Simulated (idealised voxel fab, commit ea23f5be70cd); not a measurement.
Process module in this document: voxel ribs on slabs
Cross-section cut: width 290 nm, square cells of 5 nm.
Bands, listed from the top down, are how a cross-section gets written in this document; the cross-section itself is a grid of square cells, and a band is one or more rows of them. First you get the band's top height and its bottom height, in nm, and then the materials it's made of, left to right, with each width in nm. If you see a single material with "full width", that one covers the band edge to edge. "empty" is empty space. Convention: height 0 is the level below which the wafer, as received, is all one material. The lowest band does not terminate at the bottom but continues downward, represented as "z 0 and below". Note: "30..40" means the width goes from the first number (top row of the band) to the second number (bottom row) in equal steps per row of cells. "remains unaltered" -> step changed no cross-section cell. Voids not open to the top, 8 cells minimum: see "Entrapped void list". Written width x height at distance; distance is from the left edge; nm. Heads up: the bit after the settings on a step's line is the simulator's remark on that step. The setting "overlay nm" may be written on the line of a step. When the step uses a mask, the value reports how far to the right of the planned place the mask lay, and a negative value reports that it lay to the left.

Set out below are the planned steps of the process:
1,RECEIVE, material Si
2,DIRECTIONAL_DEP, material SiO2, thk nm 25
3,DIRECTIONAL_DEP, material polySi, thk nm 20
4,DIRECTIONAL_DEP, material aC, thk nm 15
5,PATTERN, tone cover, mask id RIB, material resist, width nm 25, thk nm 35, overlay nm 0
6,DIRECTIONAL_ETCH, etch materials aC, depth nm 15
7,STRIP, etch materials resist
8,DIRECTIONAL_ETCH, etch materials polySi, depth nm 5
9,STRIP, etch materials aC
10,DIRECTIONAL_DEP, material aC, thk nm 15
11,PATTERN, tone cover, mask id SLAB, material resist, width nm 85, thk nm 30, overlay nm 0
12,DIRECTIONAL_ETCH, etch materials aC, depth nm 15
13,STRIP, etch materials resist
14,DIRECTIONAL_ETCH, etch materials polySi, depth nm 15
15,STRIP, etch materials aC
16,FILL_DEP, material SiO2, thk nm 20
17,CMP, height nm 55
18,DIRECTIONAL_DEP, material TiN, thk nm 10
19,PATTERN, tone cover, mask id HEATER, material resist, width nm 35, thk nm 20, overlay nm 0
20,DIRECTIONAL_ETCH, etch materials TiN, depth nm 10
21,STRIP, etch materials resist
22,CONFORMAL_DEP, material SiO2, thk nm 10

Cross-section of the incoming wafer, state after step 1:
- z 0 and below = Si full width
- Entrapped void list: none

First of two wafers: cross-section at end of module, run per plan:
- z 75 to 65 = 115 of empty / 55 of SiO2 / 120 of empty
- z 65 to 55 = 125 of SiO2 / 35 of TiN / 130 of SiO2
- z 55 to 45 = SiO2 full width
- z 45 to 40 = 130 of SiO2 / 25 of polySi / 135 of SiO2
- z 40 to 25 = 100 of SiO2 / 85 of polySi / 105 of SiO2
- z 25 to 0 = SiO2 full width
- z 0 and below = Si full width
- Entrapped void list: none

What the second wafer looks like in cross-section once the module is done. Its start and its plan matched the first wafer's exactly; what differed was one mistake in how it was run:
- z 75 to 65 = 115 of empty / 55 of SiO2 / 120 of empty
- z 65 to 55 = 125 of SiO2 / 35 of TiN / 130 of SiO2
- z 55 to 45 = SiO2 full width
- z 45 to 40 = 100 of SiO2 / 30 of polySi / 25 of SiO2 / 30 of polySi / 105 of SiO2
- z 40 to 30 = 100 of SiO2 / 85 of polySi / 105 of SiO2
- z 30 to 25 = polySi full width
- z 25 to 0 = SiO2 full width
- z 0 and below = Si full width
- Entrapped void list: none
The mistake made against the process plan was this: it should be noted that step 5 was executed with settings other than those planned, the operation and settings actually applied being PATTERN, tone open, mask id RIB, material resist, width nm 25, thk nm 35, overlay nm 0
The second wafer ends with more or fewer cells of some materials than the first, per final count: SiO2: 48 fewer; polySi: 48 more
